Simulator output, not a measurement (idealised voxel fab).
This is a process module. Its name is voxel ribs on slabs.
Pictured: cross-section cut, 175 nm wide, on a grid of 5 nm square cells.
Think of the cross-section as a grid of square cells. We describe it in bands, top to bottom, and each band covers one or more rows of those cells. Heads up on the band format: heights come first, top then bottom, in nm. After that it's the materials left to right, each with its width in nm. A single material flagged "throughout" fills the whole band edge to edge, and "air" means there's empty space there. Height datum 0, below which the as-received substrate wafer is one material. Lowest band open at the bottom, running downward: "0 nm and below". Width: "30->40" (first number = top row, second number = bottom row, same change from row to row of cells). What does "stayed the same" mean for a step? It means no cell of the cross-section changed in that step. Basically, "Closed void listing" tells you about the enclosed voids: empty spaces with no open way to the top, 8 cells or bigger, each written width x height at distance, where distance is from the left edge, all in nm. Note: text after step settings on the step line = simulator remark on that step. You can add "overlay nm" to a step's line. For a step with a mask, it describes how far the mask lay to the right of its planned position, and a negative number describes a lay to the left.
Process steps foreseen in the plan:
1) RECEIVE | material Si
2) DIRECTIONAL_DEP | material SiO2 | thk nm 20
3) DIRECTIONAL_DEP | material polySi | thk nm 20
4) PATTERN | tone cover | mask id RIB | material resist | width nm 20 | thk nm 20 | overlay nm 0
5) DIRECTIONAL_ETCH | etch materials polySi | depth nm 10
6) STRIP | etch materials resist
7) MASKED_ETCH | tone cover | mask id SLAB | width nm 40 | etch materials polySi | depth nm 10 | overlay nm 0
8) FILL_DEP | material SiO2 | thk nm 25
9) CMP | height nm 60
10) DIRECTIONAL_DEP | material TiN | thk nm 5
11) MASKED_ETCH | tone cover | mask id HEATER | width nm 30 | etch materials TiN | depth nm 5 | overlay nm 0
12) CONFORMAL_DEP | material SiN | thk nm 5
The wafers in this document start out alike and differ in the width nm applied at step 7; the plan shows the value used for the first wafer.
Cross-section of the first incoming wafer of several, state after step 1:
0 nm and below | Si throughout
Closed void listing: none
After the module's final step, step 12: the first of several wafers in cross-section:
70 nm to 65 nm | air: 65 | SiN: 40 | air: 70
65 nm to 60 nm | SiN: 70 | TiN: 30 | SiN: 75
60 nm to 40 nm | SiO2 throughout
40 nm to 30 nm | SiO2: 75 | polySi: 20 | SiO2: 80
30 nm to 20 nm | SiO2: 65 | polySi: 40 | SiO2: 70
20 nm to 0 nm | SiO2 throughout
0 nm and below | Si throughout
Closed void listing: none
So this is the cross-section on the last wafer at the end of the module:
70 nm to 65 nm | air: 65 | SiN: 40 | air: 70
65 nm to 60 nm | SiN: 70 | TiN: 30 | SiN: 75
60 nm to 40 nm | SiO2 throughout
40 nm to 30 nm | SiO2: 75 | polySi: 20 | SiO2: 80
30 nm to 20 nm | SiO2: 55 | polySi: 65 | SiO2: 55
20 nm to 0 nm | SiO2 throughout
0 nm and below | Si throughout
Closed void listing: none
Take any row and you have a wafer at the end of the module: how many cells of each material it has gained (+) or lost (-) since it was received, and then its closed voids:
width nm 40; +37 SiN; +396 SiO2; +6 TiN; +24 polySi; Closed void listing: none
width nm 45; +37 SiN; +394 SiO2; +6 TiN; +26 polySi; Closed void listing: none
width nm 50; +37 SiN; +392 SiO2; +6 TiN; +28 polySi; Closed void listing: none
width nm 55; +37 SiN; +390 SiO2; +6 TiN; +30 polySi; Closed void listing: none
width nm 60; +37 SiN; +388 SiO2; +6 TiN; +32 polySi; Closed void listing: none
width nm 65; +37 SiN; +386 SiO2; +6 TiN; +34 polySi; Closed void listing: none
